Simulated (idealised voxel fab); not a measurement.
Documented hereafter: the process module known as voxel wiring stack.
Displayed cross-section: cut, width of 150 nm, square cells sized 5 nm.
Square cells in a grid make up a cross-section in this document, and the grid is given as bands, listed from the top down, each one or more rows of cells.
Top, bottom (nm), then materials left to right with widths (nm); lone material tagged "edge to edge" fills the whole band edge to edge; "empty" = empty space.
We count height from 0. Below that, the starting wafer is all one material. The lowest band never ends at the bottom but goes on down; see "0 and below" for how that is written.
Graded width ("30..40"): value in top row of band = first number; value in bottom row = second number; row-to-row change constant.
A step reported as "all unchanged" is a step in which no cell of the cross-section changed.
Under "Fully enclosed voids" you'll find the enclosed gaps, the ones with no way out to the top, that are 8 cells or bigger; each reads width x height at distance, with distance counted from the left edge, everything in nm.
On a step's line, text after the settings is the simulator commenting on that step.
overlay nm: how far to the right of its planned place the mask lay on this masked step (negative: to the left).
# Below is the list of planned process steps
1) RECEIVE,material Si
2) CONFORMAL_DEP,material SiO2,thk nm 15
3) DIRECTIONAL_DEP,material TiN,thk nm 5
4) DIRECTIONAL_DEP,material Ru,thk nm 15
5) MASKED_ETCH,tone cover,mask id METAL_1,width nm 25,pitch nm 45,etch materials Ru,depth nm 15,overlay nm 0
6) MASKED_ETCH,tone cover,mask id METAL_1,width nm 25,pitch nm 45,etch materials TiN,depth nm 5,overlay nm 0
7) CONFORMAL_DEP,material SiN,thk nm 5
8) FILL_DEP,material lowk,thk nm 5
9) CMP,height nm 35
10) CONFORMAL_DEP,material SiCN,thk nm 5
11) DIRECTIONAL_DEP,material SiO2,thk nm 15
12) MASKED_ETCH,tone open,mask id PLUG_1,width nm 15,pitch nm 90,etch materials SiO2,depth nm 15,overlay nm 0
13) MASKED_ETCH,tone open,mask id PLUG_1,width nm 15,pitch nm 90,etch materials SiCN,depth nm 5,overlay nm 0
14) CONFORMAL_DEP,material TiN,thk nm 5
15) FILL_DEP,material Cu,thk nm 10
16) CMP,height nm 55
17) CONFORMAL_DEP,material SiCN,thk nm 5
18) DIRECTIONAL_DEP,material lowk,thk nm 15
19) DIRECTIONAL_DEP,material aC,thk nm 15
20) PATTERN,tone open,mask id METAL_2,material resist,width nm 25,pitch nm 45,thk nm 30,overlay nm 0
21) DIRECTIONAL_ETCH,etch materials aC,depth nm 15
22) STRIP,etch materials resist
23) DIRECTIONAL_ETCH,etch materials lowk,depth nm 15
24) DIRECTIONAL_ETCH,etch materials SiCN,depth nm 5
25) STRIP,etch materials aC
26) CONFORMAL_DEP,material TiN,thk nm 5
27) FILL_DEP,material Ru,thk nm 10
28) CMP,height nm 75
29) CONFORMAL_DEP,material SiCN,thk nm 5
30) DIRECTIONAL_DEP,material SiO2,thk nm 35
31) MASKED_ETCH,tone open,mask id METAL_3_HOLES,width nm 15,pitch nm 45,etch materials SiO2,depth nm 35,overlay nm 0
32) PATTERN,tone open,mask id METAL_3,material resist,width nm 25,pitch nm 45,thk nm 15,overlay nm 0
33) DIRECTIONAL_ETCH,etch materials SiO2,depth nm 20
34) DIRECTIONAL_ETCH,etch materials SiCN,depth nm 5
35) STRIP,etch materials resist
36) CONFORMAL_DEP,material TiN,thk nm 5
37) FILL_DEP,material Cu,thk nm 5
38) CMP,height nm 115
39) CONFORMAL_DEP,material SiN,thk nm 5
# Received-state cross-section, reflecting completion of step 1
  0 and below = Si edge to edge
  Fully enclosed voids: none
# Post-module cross-section: identical start and plan to those above, one misstep in execution
  120 down to 115 = SiN edge to edge
  115 down to 100 = SiO2 15 nm / TiN 5 nm / Cu 15 nm / TiN 5 nm / SiO2 20 nm / TiN 5 nm / Cu 15 nm / TiN 5 nm / SiO2 20 nm / TiN 5 nm / Cu 15 nm / TiN 5 nm / SiO2 20 nm
  100 down to 95 = SiO2 15 nm / TiN 5 nm / Cu 5 nm / TiN 15 nm / SiO2 20 nm / TiN 5 nm / Cu 5 nm / TiN 15 nm / SiO2 20 nm / TiN 5 nm / Cu 5 nm / TiN 15 nm / SiO2 20 nm
  95 down to 80 = SiO2 15 nm / TiN 5 nm / Cu 5 nm / TiN 5 nm / SiO2 30 nm / TiN 5 nm / Cu 5 nm / TiN 5 nm / SiO2 30 nm / TiN 5 nm / Cu 5 nm / TiN 5 nm / SiO2 30 nm
  80 down to 75 = SiCN 15 nm / TiN 15 nm / SiCN 30 nm / TiN 15 nm / SiCN 30 nm / TiN 15 nm / SiCN 30 nm
  75 down to 60 = lowk 15 nm / TiN 5 nm / Ru 15 nm / TiN 5 nm / lowk 20 nm / TiN 5 nm / Ru 15 nm / TiN 5 nm / lowk 20 nm / TiN 5 nm / Ru 15 nm / TiN 5 nm / lowk 20 nm
  60 down to 55 = SiCN 15 nm / TiN 25 nm / SiCN 20 nm / TiN 25 nm / SiCN 20 nm / TiN 25 nm / SiCN 20 nm
  55 down to 40 = SiO2 15 nm / TiN 5 nm / Cu 5 nm / TiN 5 nm / SiO2 75 nm / TiN 5 nm / Cu 5 nm / TiN 5 nm / SiO2 30 nm
  40 down to 35 = SiCN 15 nm / TiN 15 nm / SiCN 75 nm / TiN 15 nm / SiCN 30 nm
  35 down to 30 = SiN 15 nm / TiN 25 nm / SiN 20 nm / TiN 25 nm / SiN 20 nm / TiN 25 nm / SiN 20 nm
  30 down to 0 = SiO2 edge to edge
  0 and below = Si edge to edge
  Fully enclosed voids: none
What was the processing mistake? step 2 of the plan was performed twice
